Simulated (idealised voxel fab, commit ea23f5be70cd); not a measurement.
You're looking at the process module voxel lift off.
This is section cut - it's 245 nm across, gridded in 5 nm square cells.
Cross-section format: a grid of square cells, given as bands from top to bottom; each band is one or more rows of cells. In this notation a band is specified by the heights of its top and bottom, in that order and in nm, after which its materials appear from left to right, each paired with its width in nm. The word "throughout" attached to a single material means that material fills the band from edge to edge; the word "blank" stands for empty space. Where do heights start? At 0: under that level the wafer as delivered is made of one material only. And the lowest band has no floor; it just carries on downward, as in "from 0 down". Read "30->40" as a graded width: first number on top, second number at the bottom, same change between each pair of neighbouring rows. Given "nothing changed" for a step, no cell of the cross-section differs between before and after that step. The entry "closed voids" lists the empty spaces that cover at least 8 cells and have no open path to the top. Each is written as width x height at distance, where the distance is measured from the left edge and all three values are in nm. On a step's line, text after the settings is the simulator commenting on that step. The line of a step may include "overlay nm". On a step with a mask, this value is how far to the right of its planned place the mask lay. A negative value means the mask lay to the left.

PROCESS STEPS (PLANNED)
step 1: RECEIVE [material Si]
step 2: CONFORMAL_DEP [material SiO2] [thk nm 10]
step 3: PATTERN [tone open] [mask id LINES] [material resist] [width nm 30] [pitch nm 45] [thk nm 30] [overlay nm 0]
step 4: DIRECTIONAL_DEP [material Ru] [thk nm 5]
step 5: STRIP [etch materials resist]
step 6: CONFORMAL_DEP [material SiCN] [thk nm 5]
The plan's step 4 thk nm is the first wafer's value; the wafers differ in this setting and start identical.

INCOMING STATE OF THE FIRST OF SEVERAL WAFERS IN CROSS-SECTION: AFTER STEP 1
	from 0 down | Si throughout
	closed voids: none

WAFER ROWS; END OF MODULE; CELLS PER MATERIAL SINCE RECEIPT: (+) GAINED, (-) LOST; THEN CLOSED VOIDS
thk nm 5, +18 Ru, +55 SiCN, +98 SiO2, closed voids: none
thk nm 10, +36 Ru, +61 SiCN, +98 SiO2, closed voids: none
thk nm 15, +54 Ru, +67 SiCN, +98 SiO2, closed voids: none
thk nm 20, +72 Ru, +73 SiCN, +98 SiO2, closed voids: none
thk nm 25, +90 Ru, +79 SiCN, +98 SiO2, closed voids: none
